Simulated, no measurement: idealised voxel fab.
The process module that follows is named voxel self aligned contacts.
Cross-section cut spans 260 nm and uses square cells 5 nm in size.
In this document a cross-section is written as a grid of square cells. It is given as a series of bands, listed from the top down, and a band is one or more rows of cells.
The band entry comprises the height of the band's top followed by the height of its bottom, expressed in nm, and subsequently the band's materials from left to right, each stated together with its width in nm. Where a single material is marked with the word "all across", that material fills the band from edge to edge. The word "empty" represents empty space.
Beneath 0, the wafer as received is one material, and that level is where height counting begins. The lowest band goes on downward without a bottom; it is written like "top 0, no bottom".
Read "30->40" as a graded width: first number on top, second number at the bottom, same change between each pair of neighbouring rows.
You'll sometimes find "remains unaltered" written for a step, and that's the way of saying that nowhere in the cross-section did a cell change during that step.
Empty spaces counting at least 8 cells and having no open way to the top are listed in "Non-vented voids". The notation width x height at distance is used for each, the distance being from the left edge and all three values in nm.
Post-settings text on a step line: simulator's own remark regarding the step.
A step line may carry the setting "overlay nm", which, for steps involving a mask, states the distance by which the mask lay to the right of its intended position; negative values denote displacement to the left.

### The steps planned for the process are as follows
1 RECEIVE: material Si
2 OXIDIZE: depth nm 5
3 DIRECTIONAL_DEP: material polySi, thk nm 20
4 DIRECTIONAL_DEP: material SiN, thk nm 20
5 PATTERN: tone cover, mask id GATE, material resist, width nm 35, pitch nm 60, thk nm 15, overlay nm 0
6 DIRECTIONAL_ETCH: etch materials SiN, depth nm 20
7 DIRECTIONAL_ETCH: etch materials polySi, depth nm 20
8 STRIP: etch materials resist
9 CONFORMAL_DEP: material SiN, thk nm 5
10 DIRECTIONAL_ETCH: etch materials SiN, depth nm 5
11 FILL_DEP: material SiO2, thk nm 15
12 CMP: height nm 45
13 PATTERN: tone open, mask id CONTACT, material resist, width nm 45, thk nm 15, overlay nm 0
14 DIRECTIONAL_ETCH: etch materials SiO2, depth nm 50
15 STRIP: etch materials resist
16 CONFORMAL_DEP: material TiN, thk nm 5
17 FILL_DEP: material Ru, thk nm 5
18 CMP: height nm 45
19 CONFORMAL_DEP: material SiCN, thk nm 5

### As received (post step 1): cross-section
- top 0, no bottom: Si all across
- Non-vented voids: none

### a wafer at the end: this start, this plan, one mistake
- top 50, bottom 45: SiCN all across
- top 45, bottom 40: 105 of SiO2; 20 of TiN; 10 of Ru; 15 of TiN; 110 of SiO2
- top 40, bottom 20: 80 of SiO2; 40 of SiN; 5 of TiN; 10 of Ru; 5 of TiN; 40 of SiN; 80 of SiO2
- top 20, bottom 0: 80 of SiO2; 5 of SiN; 30 of polySi; 5 of SiN; 5 of TiN; 10 of Ru; 5 of TiN; 5 of SiN; 30 of polySi; 5 of SiN; 80 of SiO2
- top 0, bottom -5: 120 of SiO2; 20 of TiN; 120 of SiO2
- top -5, no bottom: Si all across
- Non-vented voids: none
Short version of what went wrong: step 5 was run on a setting that differed from the plan, and what really ran there is PATTERN: tone cover, mask id GATE, material resist, width nm 30, pitch nm 60, thk nm 15, overlay nm 0
